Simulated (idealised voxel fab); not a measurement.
Herein follows the process module entitled voxel wiring stack.
Cross-sectional view cut (width: 230 nm; square cell size: 5 nm).
Cross-sections here: square-cell grids, written as top-down lists of bands, a band being one or more rows of cells. Heights first: top, then bottom, in nm. Then materials, left to right, each with a width in nm. "edge to edge" on a single material: fills the band edge to edge. "air": empty space. All heights in this document are referenced to 0, defined as the level beneath which the wafer, as received, consists entirely of one material. The lowest band is not bounded below; it extends indefinitely downward and is written in the form "0 down". A width given as "30 to 40" starts at the first number in the band's top row and ends at the second number in its bottom row, shifting by an equal amount at every step from row to row. "remained unchanged" (step): cross-section cells unchanged, all of them. In "Fully sealed cavities" the enclosed voids are listed, meaning empty spaces of 8 cells or larger without any opening to the top. The form is width x height at distance, distance from the left edge, units nm. Where a step's line continues beyond its settings, the continuation is a remark by the simulator itself on that step. "overlay nm", when on a step's line for a step with a mask, measures how far to the right of its planned place the mask lay; a negative measure means to the left.
[Listed below are the process steps as planned]
- 1: RECEIVE with material Si
- 2: CONFORMAL_DEP with material SiO2, thk nm 15
- 3: DIRECTIONAL_DEP with material TiN, thk nm 5
- 4: DIRECTIONAL_DEP with material W, thk nm 25
- 5: DIRECTIONAL_DEP with material aC, thk nm 15
- 6: PATTERN with tone cover, mask id METAL_1, material resist, width nm 25, pitch nm 40, thk nm 30, overlay nm 0
- 7: DIRECTIONAL_ETCH with etch materials aC, depth nm 15
- 8: STRIP with etch materials resist
- 9: DIRECTIONAL_ETCH with etch materials W, depth nm 25
- 10: DIRECTIONAL_ETCH with etch materials TiN, depth nm 5
- 11: STRIP with etch materials aC
- 12: FILL_DEP with material lowk, thk nm 5
- 13: CMP with height nm 45
- 14: CONFORMAL_DEP with material SiCN, thk nm 5
- 15: DIRECTIONAL_DEP with material SiO2, thk nm 15
- 16: DIRECTIONAL_DEP with material aC, thk nm 10
- 17: PATTERN with tone open, mask id PLUG_1, material resist, width nm 15, pitch nm 80, thk nm 25, overlay nm 0
- 18: DIRECTIONAL_ETCH with etch materials aC, depth nm 10
- 19: STRIP with etch materials resist
- 20: DIRECTIONAL_ETCH with etch materials SiO2, depth nm 15
- 21: DIRECTIONAL_ETCH with etch materials SiCN, depth nm 5
- 22: STRIP with etch materials aC
- 23: EPI with material Ru, thk nm 10
- 24: EPI with material Ru, thk nm 10
- 25: DIRECTIONAL_DEP with material TiN, thk nm 5
- 26: DIRECTIONAL_DEP with material W, thk nm 15
- 27: MASKED_ETCH with tone cover, mask id METAL_2, width nm 25, pitch nm 40, etch materials W, depth nm 15, overlay nm 0
- 28: MASKED_ETCH with tone cover, mask id METAL_2, width nm 25, pitch nm 40, etch materials TiN, depth nm 5, overlay nm 0
- 29: CONFORMAL_DEP with material SiN, thk nm 5
- 30: FILL_DEP with material SiO2, thk nm 5
- 31: CMP with height nm 85
- 32: CONFORMAL_DEP with material SiCN, thk nm 5
- 33: DIRECTIONAL_DEP with material lowk, thk nm 25
- 34: DIRECTIONAL_DEP with material aC, thk nm 15
- 35: PATTERN with tone open, mask id METAL_3_HOLES, material resist, width nm 15, pitch nm 40, thk nm 35, overlay nm 0
- 36: DIRECTIONAL_ETCH with etch materials aC, depth nm 15
- 37: STRIP with etch materials resist
- 38: DIRECTIONAL_ETCH with etch materials lowk, depth nm 25
- 39: STRIP with etch materials aC
- 40: DIRECTIONAL_DEP with material aC, thk nm 10
- 41: PATTERN with tone open, mask id METAL_3, material resist, width nm 25, pitch nm 40, thk nm 25, overlay nm 0
- 42: DIRECTIONAL_ETCH with etch materials aC, depth nm 10
- 43: STRIP with etch materials resist
- 44: DIRECTIONAL_ETCH with etch materials lowk, depth nm 15
- 45: DIRECTIONAL_ETCH with etch materials SiCN, depth nm 5
- 46: STRIP with etch materials aC
- 47: CONFORMAL_DEP with material TiN, thk nm 5
- 48: FILL_DEP with material Ru, thk nm 5
- 49: CMP with height nm 115
- 50: CONFORMAL_DEP with material SiCN, thk nm 5
- 51: DIRECTIONAL_DEP with material lowk, thk nm 15
- 52: PATTERN with tone open, mask id PLUG_3, material resist, width nm 15, pitch nm 80, thk nm 15, overlay nm 0
- 53: DIRECTIONAL_ETCH with etch materials lowk, depth nm 15
- 54: DIRECTIONAL_ETCH with etch materials SiCN, depth nm 5
- 55: STRIP with etch materials resist
- 56: CONFORMAL_DEP with material TiN, thk nm 5
- 57: FILL_DEP with material W, thk nm 5
- 58: CMP with height nm 135
- 59: DIRECTIONAL_DEP with material TiN, thk nm 5
- 60: DIRECTIONAL_DEP with material W, thk nm 15
- 61: PATTERN with tone cover, mask id METAL_4, material resist, width nm 25, pitch nm 40, thk nm 15, overlay nm 0
- 62: DIRECTIONAL_ETCH with etch materials W, depth nm 15
- 63: DIRECTIONAL_ETCH with etch materials TiN, depth nm 5
- 64: STRIP with etch materials resist
- 65: FILL_DEP with material lowk, thk nm 10
- 66: CMP with height nm 155
- 67: CONFORMAL_DEP with material SiCN, thk nm 5
[Shown in cross-section is the wafer as received, that is, as it stands after step 1]
  0 down = Si edge to edge
  Fully sealed cavities: none
[Starting wafer: above. Plan: above. Run: one mistake. Cross-section after the module: below]
  160 to 155 = Ru edge to edge
  155 to 140 = lowk: 40  W: 25  lowk: 15  W: 25  lowk: 15  W: 25  lowk: 15  W: 25  lowk: 45
  140 to 135 = lowk: 40  TiN: 25  lowk: 15  TiN: 25  lowk: 15  TiN: 25  lowk: 15  TiN: 25  lowk: 45
  135 to 120 = lowk: 40  TiN: 5  W: 5  TiN: 5  lowk: 65  TiN: 5  W: 5  TiN: 5  lowk: 95
  120 to 115 = SiCN: 40  TiN: 15  SiCN: 65  TiN: 15  SiCN: 95
  115 to 105 = lowk: 40  TiN: 5  Ru: 15  TiN: 5  lowk: 15  TiN: 5  Ru: 15  TiN: 5  lowk: 15  TiN: 5  Ru: 15  TiN: 5  lowk: 15  TiN: 5  Ru: 15  TiN: 5  lowk: 45
  105 to 100 = lowk: 40  TiN: 5  Ru: 5  TiN: 15  lowk: 15  TiN: 5  Ru: 5  TiN: 15  lowk: 15  TiN: 5  Ru: 5  TiN: 15  lowk: 15  TiN: 5  Ru: 5  TiN: 15  lowk: 45
  100 to 90 = lowk: 40  TiN: 5  Ru: 5  TiN: 5  lowk: 25  TiN: 5  Ru: 5  TiN: 5  lowk: 25  TiN: 5  Ru: 5  TiN: 5  lowk: 25  TiN: 5  Ru: 5  TiN: 5  lowk: 55
  90 to 85 = SiCN: 40  TiN: 15  SiCN: 25  TiN: 15  SiCN: 25  TiN: 15  SiCN: 25  TiN: 15  SiCN: 55
  85 to 70 = SiO2: 35  SiN: 5  W: 25  SiN: 5  SiO2: 5  SiN: 5  W: 25  SiN: 5  SiO2: 5  SiN: 5  W: 25  SiN: 5  SiO2: 5  SiN: 5  W: 25  SiN: 5  SiO2: 40
  70 to 65 = SiN: 40  TiN: 25  SiN: 15  TiN: 25  SiN: 15  TiN: 25  SiN: 15  TiN: 25  SiN: 45
  65 to 50 = SiO2: 40  Ru: 15  SiO2: 65  Ru: 15  SiO2: 95
  50 to 45 = SiCN: 40  Ru: 15  SiCN: 65  Ru: 15  SiCN: 95
  45 to 20 = lowk: 40  W: 25  lowk: 15  W: 25  lowk: 15  W: 25  lowk: 15  W: 25  lowk: 45
  20 to 15 = lowk: 40  TiN: 25  lowk: 15  TiN: 25  lowk: 15  TiN: 25  lowk: 15  TiN: 25  lowk: 45
  15 to 0 = SiO2 edge to edge
  0 down = Si edge to edge
  Fully sealed cavities: none
Finding, execution versus plan: for step 67, the planned setting was not used; the step was instead run as CONFORMAL_DEP with material Ru, thk nm 5
